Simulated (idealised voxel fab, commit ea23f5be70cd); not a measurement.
This is a process module. Its name is voxel spacer lines.
Cross-sectional view cut (width: 295 nm; square cell size: 5 nm).
A cross-section is written here as square cells arranged in a grid, and it is given in bands from the top down, each band taking up one or more rows of cells. Each band's line starts with the height of the band's top and of its bottom, in nm. Then come its materials from left to right, each with its width in nm. One material with "throughout" fills the band from edge to edge. "empty" is empty space. Height datum 0, below which the as-received substrate wafer is one material. Lowest band open at the bottom, running downward: "0 nm and below". Graded width ("30->40"): value in top row of band = first number; value in bottom row = second number; row-to-row change constant. Where the words "nothing altered" appear for a step, the cross-section shows no cell changed by that step; every cell remained as before. The entry "Closed cavities" lists the empty spaces that cover at least 8 cells and have no open path to the top. Each is written as width x height at distance, where the distance is measured from the left edge and all three values are in nm. Post-settings text on a step line: simulator's own remark regarding the step. overlay nm: on a step with a mask, how far right of its planned place the mask lay; negative means left.
Planned step list for the process:
1: RECEIVE with material Si
2: CONFORMAL_DEP with material Al2O3, thk nm 10
3: DIRECTIONAL_DEP with material SiN, thk nm 20
4: DIRECTIONAL_DEP with material aC, thk nm 30
5: PATTERN with tone cover, mask id MANDREL, material resist, width nm 15, pitch nm 60, thk nm 40, overlay nm 0
6: DIRECTIONAL_ETCH with etch materials aC, depth nm 30
7: STRIP with etch materials resist
8: CONFORMAL_DEP with material SiO2, thk nm 15
9: DIRECTIONAL_ETCH with etch materials SiO2, depth nm 15
10: STRIP with etch materials aC
11: DIRECTIONAL_ETCH with etch materials SiN, depth nm 20
12: STRIP with etch materials SiO2
13: FILL_DEP with material SiO2, thk nm 10
14: CMP with height nm 30
Incoming wafer in cross-section (state: after step 1):
    0 nm and below: Si throughout
    Closed cavities: none
Cross-sectional view of the first of the two wafers upon completion of the module, processed in accordance with the plan:
    30 nm to 10 nm: 65 of SiO2  15 of SiN  15 of SiO2  15 of SiN  15 of SiO2  15 of SiN  15 of SiO2  15 of SiN  15 of SiO2  15 of SiN  15 of SiO2  15 of SiN  65 of SiO2
    10 nm to 0 nm: Al2O3 throughout
    0 nm and below: Si throughout
    Closed cavities: none
Module end: cross-section of wafer two of two. Same start and process plan as the first wafer. One mistake during execution:
    30 nm to 20 nm: Al2O3 throughout
    20 nm to 0 nm: SiN throughout
    0 nm and below: Si throughout
    Closed cavities: none
Short version of what went wrong: ran 2 and 3 in swapped order versus the plan
In the final state, the cell counts of the second wafer exceed or fall short of those of the first for the following materials: SiN +164; SiO2 -164
